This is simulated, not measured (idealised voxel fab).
This section sets out a process module, namely voxel gate over fins.
cross-section cut | 240 nm wide | cells 5 nm
When this document writes out a cross-section, it uses a grid of square cells and lists it as bands, beginning at the top and moving down, with a band standing for one or more rows of cells.
A band entry consists of two parts. The first gives the height of the band's top and the height of its bottom, in nm. The rest lists the band's materials from left to right, each with its width in nm. A single material labelled with the word "all across" fills the band from edge to edge, and the word "air" marks empty space.
Ref level 0: as-received wafer is one material below here. Bottom band extends down with no lower bound ("from 0 down").
You'd read "30 to 40" like this: the band's top row of cells is as wide as the first number, its bottom row is as wide as the second, and going down, every row changes width by the same amount as the row before did.
Where a step carries "nothing got changed", the cross-section came out of it unchanged, cell for cell.
The label "Closed void list" introduces a list of the empty spaces, 8 cells or larger, that have no open way up to the top; each entry in it reads width x height at distance, where the distance is taken from the left edge and all three are stated in nm.
Where a step's line continues beyond its settings, the continuation is a remark by the simulator itself on that step.
"overlay nm" denotes, for a step that has a mask, the displacement of the mask to the right of its planned place, with negative values corresponding to the left.

Process steps (planned)
1. RECEIVE: material Si
2. CONFORMAL_DEP: material SiN, thk nm 10
3. MASKED_ETCH: tone cover, mask id FINS, width nm 15, pitch nm 50, etch materials SiN, depth nm 10, overlay nm 0
4. MASKED_ETCH: tone cover, mask id FINS, width nm 15, pitch nm 50, etch materials Si, depth nm 40, overlay nm 0
5. FILL_DEP: material SiO2, thk nm 5
6. CMP: height nm 10
7. MASKED_ETCH: tone open, mask id RAIL, width nm 15, etch materials SiO2, depth nm 45, overlay nm 0
8. CONFORMAL_DEP: material TiN, thk nm 5
9. FILL_DEP: material Ru, thk nm 5
10. CMP: height nm 10
11. SELECTIVE_ETCH: etch materials W Ru TiN, depth nm 30
12. FILL_DEP: material SiO2, thk nm 5
13. CMP: height nm 10
14. SELECTIVE_ETCH: etch materials SiO2, depth nm 20
15. STRIP: etch materials SiN
16. CONFORMAL_DEP: material HfO2, thk nm 5
17. CONFORMAL_DEP: material TiN, thk nm 5
18. FILL_DEP: material W, thk nm 15
19. CMP: height nm 20
20. CONFORMAL_DEP: material SiN, thk nm 10

The first of the two wafers, which ran as planned

Step 1 complete: cross-section of the wafer as received
- from 0 down: Si all across
- Closed void list: none

Step 2 complete: cross-section through the wafer
- from 10 to 0: SiN all across
- Anything lower than 0 is untouched.

Step 3 complete: cross-section through the wafer
- from 10 to 0: air 60 nm | SiN 15 nm | air 35 nm | SiN 15 nm | air 35 nm | SiN 15 nm | air 65 nm
- Anything lower than 0 is untouched.

Step 4 complete: cross-section through the wafer
- from 10 to 0: air 60 nm | SiN 15 nm | air 35 nm | SiN 15 nm | air 35 nm | SiN 15 nm | air 65 nm
- from 0 to -40: air 60 nm | Si 15 nm | air 35 nm | Si 15 nm | air 35 nm | Si 15 nm | air 65 nm
- Anything lower than -40 is untouched.

Step 5 complete: cross-section through the wafer
- from 15 to 10: SiO2 all across
- from 10 to 0: SiO2 60 nm | SiN 15 nm | SiO2 35 nm | SiN 15 nm | SiO2 35 nm | SiN 15 nm | SiO2 65 nm
- from 0 to -40: SiO2 60 nm | Si 15 nm | SiO2 35 nm | Si 15 nm | SiO2 35 nm | Si 15 nm | SiO2 65 nm
- Anything lower than -40 is untouched.

Step 6 complete: cross-section through the wafer
- from 10 to 0: SiO2 60 nm | SiN 15 nm | SiO2 35 nm | SiN 15 nm | SiO2 35 nm | SiN 15 nm | SiO2 65 nm
- Anything lower than 0 is untouched.

Step 7 complete: cross-section through the wafer
- from 10 to 0: SiO2 60 nm | SiN 15 nm | SiO2 10 nm | air 15 nm | SiO2 10 nm | SiN 15 nm | SiO2 35 nm | SiN 15 nm | SiO2 65 nm
- from 0 to -35: SiO2 60 nm | Si 15 nm | SiO2 10 nm | air 15 nm | SiO2 10 nm | Si 15 nm | SiO2 35 nm | Si 15 nm | SiO2 65 nm
- Anything lower than -35 is untouched.

Step 8 complete: cross-section through the wafer
- from 15 to 10: TiN 90 nm | air 5 nm | TiN 145 nm
- from 10 to 0: SiO2 60 nm | SiN 15 nm | SiO2 10 nm | TiN 5 nm | air 5 nm | TiN 5 nm | SiO2 10 nm | SiN 15 nm | SiO2 35 nm | SiN 15 nm | SiO2 65 nm
- from 0 to -30: SiO2 60 nm | Si 15 nm | SiO2 10 nm | TiN 5 nm | air 5 nm | TiN 5 nm | SiO2 10 nm | Si 15 nm | SiO2 35 nm | Si 15 nm | SiO2 65 nm
- from -30 to -35: SiO2 60 nm | Si 15 nm | SiO2 10 nm | TiN 15 nm | SiO2 10 nm | Si 15 nm | SiO2 35 nm | Si 15 nm | SiO2 65 nm
- Anything lower than -35 is untouched.

Step 9 complete: cross-section through the wafer
- from 20 to 15: Ru all across
- from 15 to 10: TiN 90 nm | Ru 5 nm | TiN 145 nm
- from 10 to 0: SiO2 60 nm | SiN 15 nm | SiO2 10 nm | TiN 5 nm | Ru 5 nm | TiN 5 nm | SiO2 10 nm | SiN 15 nm | SiO2 35 nm | SiN 15 nm | SiO2 65 nm
- from 0 to -30: SiO2 60 nm | Si 15 nm | SiO2 10 nm | TiN 5 nm | Ru 5 nm | TiN 5 nm | SiO2 10 nm | Si 15 nm | SiO2 35 nm | Si 15 nm | SiO2 65 nm
- Anything lower than -30 is untouched.

Step 10 complete: cross-section through the wafer
- from 10 to 0: SiO2 60 nm | SiN 15 nm | SiO2 10 nm | TiN 5 nm | Ru 5 nm | TiN 5 nm | SiO2 10 nm | SiN 15 nm | SiO2 35 nm | SiN 15 nm | SiO2 65 nm
- Anything lower than 0 is untouched.

Step 11 complete: cross-section through the wafer
- from 10 to 0: SiO2 60 nm | SiN 15 nm | SiO2 10 nm | air 15 nm | SiO2 10 nm | SiN 15 nm | SiO2 35 nm | SiN 15 nm | SiO2 65 nm
- from 0 to -20: SiO2 60 nm | Si 15 nm | SiO2 10 nm | air 15 nm | SiO2 10 nm | Si 15 nm | SiO2 35 nm | Si 15 nm | SiO2 65 nm
- Anything lower than -20 is untouched.

Step 12 complete: cross-section through the wafer
- from 15 to 10: SiO2 all across
- from 10 to 0: SiO2 60 nm | SiN 15 nm | SiO2 35 nm | SiN 15 nm | SiO2 35 nm | SiN 15 nm | SiO2 65 nm
- from 0 to -20: SiO2 60 nm | Si 15 nm | SiO2 35 nm | Si 15 nm | SiO2 35 nm | Si 15 nm | SiO2 65 nm
- Anything lower than -20 is untouched.

Step 13 complete: cross-section through the wafer
- from 10 to 0: SiO2 60 nm | SiN 15 nm | SiO2 35 nm | SiN 15 nm | SiO2 35 nm | SiN 15 nm | SiO2 65 nm
- Anything lower than 0 is untouched.

Step 14 complete: cross-section through the wafer
- from 10 to 0: air 60 nm | SiN 15 nm | air 35 nm | SiN 15 nm | air 35 nm | SiN 15 nm | air 65 nm
- from 0 to -10: air 60 nm | Si 15 nm | air 35 nm | Si 15 nm | air 35 nm | Si 15 nm | air 65 nm
- Anything lower than -10 is untouched.

Step 15 complete: cross-section through the wafer
- from 0 to -10: air 60 nm | Si 15 nm | air 35 nm | Si 15 nm | air 35 nm | Si 15 nm | air 65 nm
- Anything lower than -10 is untouched.

Step 16 complete: cross-section through the wafer
- from 5 to 0: air 55 nm | HfO2 25 nm | air 25 nm | HfO2 25 nm | air 25 nm | HfO2 25 nm | air 60 nm
- from 0 to -5: air 55 nm | HfO2 5 nm | Si 15 nm | HfO2 5 nm | air 25 nm | HfO2 5 nm | Si 15 nm | HfO2 5 nm | air 25 nm | HfO2 5 nm | Si 15 nm | HfO2 5 nm | air 60 nm
- from -5 to -10: HfO2 60 nm | Si 15 nm | HfO2 35 nm | Si 15 nm | HfO2 35 nm | Si 15 nm | HfO2 65 nm
- Anything lower than -10 is untouched.

Step 17 complete: cross-section through the wafer
- from 10 to 5: air 50 nm | TiN 35 nm | air 15 nm | TiN 35 nm | air 15 nm | TiN 35 nm | air 55 nm
- from 5 to 0: air 50 nm | TiN 5 nm | HfO2 25 nm | TiN 5 nm | air 15 nm | TiN 5 nm | HfO2 25 nm | TiN 5 nm | air 15 nm | TiN 5 nm | HfO2 25 nm | TiN 5 nm | air 55 nm
- from 0 to -5: TiN 55 nm | HfO2 5 nm | Si 15 nm | HfO2 5 nm | TiN 25 nm | HfO2 5 nm | Si 15 nm | HfO2 5 nm | TiN 25 nm | HfO2 5 nm | Si 15 nm | HfO2 5 nm | TiN 60 nm
- Anything lower than -5 is untouched.

Step 18 complete: cross-section through the wafer
- from 25 to 10: W all across
- from 10 to 5: W 50 nm | TiN 35 nm | W 15 nm | TiN 35 nm | W 15 nm | TiN 35 nm | W 55 nm
- from 5 to 0: W 50 nm | TiN 5 nm | HfO2 25 nm | TiN 5 nm | W 15 nm | TiN 5 nm | HfO2 25 nm | TiN 5 nm | W 15 nm | TiN 5 nm | HfO2 25 nm | TiN 5 nm | W 55 nm
- Anything lower than 0 is untouched.

Step 19 complete: cross-section through the wafer
- from 20 to 10: W all across
- Anything lower than 10 is untouched.

Step 20 complete: cross-section through the wafer
- from 30 to 20: SiN all across
- Anything lower than 20 is untouched.

Wafer two: like wafer one in start and plan, but with one mistake in execution; identical up to and including step 13

Second wafer: cross-section at the scheduled end of step 14
- from 10 to 0: SiO2 60 nm | air 15 nm | SiO2 35 nm | air 15 nm | SiO2 35 nm | air 15 nm | SiO2 65 nm
- Anything lower than 0 is untouched.

Second wafer: cross-section at the scheduled end of step 15
- from 0 to -10: air 60 nm | Si 15 nm | air 35 nm | Si 15 nm | air 35 nm | Si 15 nm | air 65 nm
- from -10 to -20: SiO2 40 nm | air 20 nm | Si 15 nm | air 35 nm | Si 15 nm | air 35 nm | Si 15 nm | air 20 nm | SiO2 45 nm
- Anything lower than -20 is untouched.

Second wafer: cross-section at the scheduled end of step 16
- from 5 to 0: air 55 nm | HfO2 25 nm | air 25 nm | HfO2 25 nm | air 25 nm | HfO2 25 nm | air 60 nm
- from 0 to -5: air 55 nm | HfO2 5 nm | Si 15 nm | HfO2 5 nm | air 25 nm | HfO2 5 nm | Si 15 nm | HfO2 5 nm | air 25 nm | HfO2 5 nm | Si 15 nm | HfO2 5 nm | air 60 nm
- from -5 to -10: HfO2 45 nm | air 10 nm | HfO2 5 nm | Si 15 nm | HfO2 5 nm | air 25 nm | HfO2 5 nm | Si 15 nm | HfO2 5 nm | air 25 nm | HfO2 5 nm | Si 15 nm | HfO2 5 nm | air 10 nm | HfO2 50 nm
- from -10 to -15: SiO2 40 nm | HfO2 5 nm | air 10 nm | HfO2 5 nm | Si 15 nm | HfO2 5 nm | air 25 nm | HfO2 5 nm | Si 15 nm | HfO2 5 nm | air 25 nm | HfO2 5 nm | Si 15 nm | HfO2 5 nm | air 10 nm | HfO2 5 nm | SiO2 45 nm
- from -15 to -20: SiO2 40 nm | HfO2 20 nm | Si 15 nm | HfO2 35 nm | Si 15 nm | HfO2 35 nm | Si 15 nm | HfO2 20 nm | SiO2 45 nm
- Anything lower than -20 is untouched.

Second wafer: cross-section at the scheduled end of step 17
- from 10 to 5: air 50 nm | TiN 35 nm | air 15 nm | TiN 35 nm | air 15 nm | TiN 35 nm | air 55 nm
- from 5 to 0: air 50 nm | TiN 5 nm | HfO2 25 nm | TiN 5 nm | air 15 nm | TiN 5 nm | HfO2 25 nm | TiN 5 nm | air 15 nm | TiN 5 nm | HfO2 25 nm | TiN 5 nm | air 55 nm
- from 0 to -5: TiN 55 nm | HfO2 5 nm | Si 15 nm | HfO2 5 nm | TiN 5 nm | air 15 nm | TiN 5 nm | HfO2 5 nm | Si 15 nm | HfO2 5 nm | TiN 5 nm | air 15 nm | TiN 5 nm | HfO2 5 nm | Si 15 nm | HfO2 5 nm | TiN 60 nm
- from -5 to -10: HfO2 45 nm | TiN 10 nm | HfO2 5 nm | Si 15 nm | HfO2 5 nm | TiN 5 nm | air 15 nm | TiN 5 nm | HfO2 5 nm | Si 15 nm | HfO2 5 nm | TiN 5 nm | air 15 nm | TiN 5 nm | HfO2 5 nm | Si 15 nm | HfO2 5 nm | TiN 10 nm | HfO2 50 nm
- from -10 to -15: SiO2 40 nm | HfO2 5 nm | TiN 10 nm | HfO2 5 nm | Si 15 nm | HfO2 5 nm | TiN 25 nm | HfO2 5 nm | Si 15 nm | HfO2 5 nm | TiN 25 nm | HfO2 5 nm | Si 15 nm | HfO2 5 nm | TiN 10 nm | HfO2 5 nm | SiO2 45 nm
- Anything lower than -15 is untouched.

Second wafer: cross-section at the scheduled end of step 18
- from 25 to 10: W all across
- from 10 to 5: W 50 nm | TiN 35 nm | W 15 nm | TiN 35 nm | W 15 nm | TiN 35 nm | W 55 nm
- from 5 to 0: W 50 nm | TiN 5 nm | HfO2 25 nm | TiN 5 nm | W 15 nm | TiN 5 nm | HfO2 25 nm | TiN 5 nm | W 15 nm | TiN 5 nm | HfO2 25 nm | TiN 5 nm | W 55 nm
- from 0 to -5: TiN 55 nm | HfO2 5 nm | Si 15 nm | HfO2 5 nm | TiN 5 nm | W 15 nm | TiN 5 nm | HfO2 5 nm | Si 15 nm | HfO2 5 nm | TiN 5 nm | W 15 nm | TiN 5 nm | HfO2 5 nm | Si 15 nm | HfO2 5 nm | TiN 60 nm
- from -5 to -10: HfO2 45 nm | TiN 10 nm | HfO2 5 nm | Si 15 nm | HfO2 5 nm | TiN 5 nm | W 15 nm | TiN 5 nm | HfO2 5 nm | Si 15 nm | HfO2 5 nm | TiN 5 nm | W 15 nm | TiN 5 nm | HfO2 5 nm | Si 15 nm | HfO2 5 nm | TiN 10 nm | HfO2 50 nm
- Anything lower than -10 is untouched.

Second wafer: cross-section at the scheduled end of step 19
- from 20 to 10: W all across
- Anything lower than 10 is untouched.

Second wafer: cross-section at the scheduled end of step 20
- from 30 to 20: SiN all across
- Anything lower than 20 is untouched.
It is concluded that the wafer was processed incorrectly with respect to the plan, in that ran 14 and 15 in swapped order versus the plan
End of process, cell counts, second wafer against first, materials with more or fewer: HfO2: 16 more; SiO2: 44 fewer; TiN: 16 more; W: 12 more
